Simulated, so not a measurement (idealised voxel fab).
Herein follows the process module entitled voxel trench capacitor.
Square cells of 5 nm make up the cross-section cut, whose width is 205 nm.
Reading order for cross-sections: top band down to bottom band. Underlying form: a grid of square cells. Band size: one or more rows of cells. First you get the band's top height and its bottom height, in nm, and then the materials it's made of, left to right, with each width in nm. If you see a single material with "everywhere", that one covers the band edge to edge. "empty" is empty space. Zero point of the height axis is 0; under it, received wafer = one material. Lowest band: continues down indefinitely, "0 and below". Think of "30 to 40" as a width that walks from the first number to the second as you go down the band, top row to bottom row, taking equal-sized steps from row to row. Where a step carries "nothing got changed", the cross-section came out of it unchanged, cell for cell. Empty spaces without an open route to the top, at least 8 cells in extent, make up the entry "Voids, sealed"; each is given as width x height at distance, where the distance is measured from the left edge, and all are in nm. On each step's line, the part that comes after the settings is the simulator's own comment on the step. The optional step-line setting "overlay nm" applies to steps with a mask and quantifies how far to the right of its planned location the mask lay, a negative value indicating leftward placement.
## Process steps foreseen in the plan
- 1: RECEIVE [material Si]
- 2: CONFORMAL_DEP [material SiN] [thk nm 10]
- 3: PATTERN [tone open] [mask id TRENCH] [material resist] [width nm 20] [pitch nm 50] [thk nm 15] [overlay nm 0]
- 4: DIRECTIONAL_ETCH [etch materials SiN] [depth nm 10]
- 5: DIRECTIONAL_ETCH [etch materials Si] [depth nm 35]
- 6: STRIP [etch materials resist]
- 7: CONFORMAL_DEP [material Al2O3] [thk nm 5]
- 8: FILL_DEP [material polySi] [thk nm 10]
- 9: CMP [height nm 10]
## Cross-section, incoming material, after step 1
0 and below | Si everywhere
Voids, sealed: none
## Module complete - cross-section of the first of two wafers, run according to plan
10 down to 0 | 15 SiN; 5 Al2O3; 10 polySi; 5 Al2O3; 30 SiN; 5 Al2O3; 10 polySi; 5 Al2O3; 30 SiN; 5 Al2O3; 10 polySi; 5 Al2O3; 30 SiN; 5 Al2O3; 10 polySi; 5 Al2O3; 20 SiN
0 down to -30 | 15 Si; 5 Al2O3; 10 polySi; 5 Al2O3; 30 Si; 5 Al2O3; 10 polySi; 5 Al2O3; 30 Si; 5 Al2O3; 10 polySi; 5 Al2O3; 30 Si; 5 Al2O3; 10 polySi; 5 Al2O3; 20 Si
-30 down to -35 | 15 Si; 20 Al2O3; 30 Si; 20 Al2O3; 30 Si; 20 Al2O3; 30 Si; 20 Al2O3; 20 Si
-35 and below | Si everywhere
Voids, sealed: none
## Presented here is a cross-section of the second of the two wafers as it stood at the end of the module. It was started in the same manner and assigned the same plan as the first wafer; however, one mistake was made in its execution
10 down to 0 | 20 SiN; 5 Al2O3; 10 polySi; 5 Al2O3; 30 SiN; 5 Al2O3; 10 polySi; 5 Al2O3; 30 SiN; 5 Al2O3; 10 polySi; 5 Al2O3; 30 SiN; 5 Al2O3; 10 polySi; 5 Al2O3; 15 SiN
0 down to -30 | 20 Si; 5 Al2O3; 10 polySi; 5 Al2O3; 30 Si; 5 Al2O3; 10 polySi; 5 Al2O3; 30 Si; 5 Al2O3; 10 polySi; 5 Al2O3; 30 Si; 5 Al2O3; 10 polySi; 5 Al2O3; 15 Si
-30 down to -35 | 20 Si; 20 Al2O3; 30 Si; 20 Al2O3; 30 Si; 20 Al2O3; 30 Si; 20 Al2O3; 15 Si
-35 and below | Si everywhere
Voids, sealed: none
Deviation from plan: contrary to plan, step 3 was performed as PATTERN [tone open] [mask id TRENCH] [material resist] [width nm 20] [pitch nm 50] [thk nm 15] [overlay nm 5]
Heads up: at the end the two wafers have identical cell counts per material, they're just laid out differently.
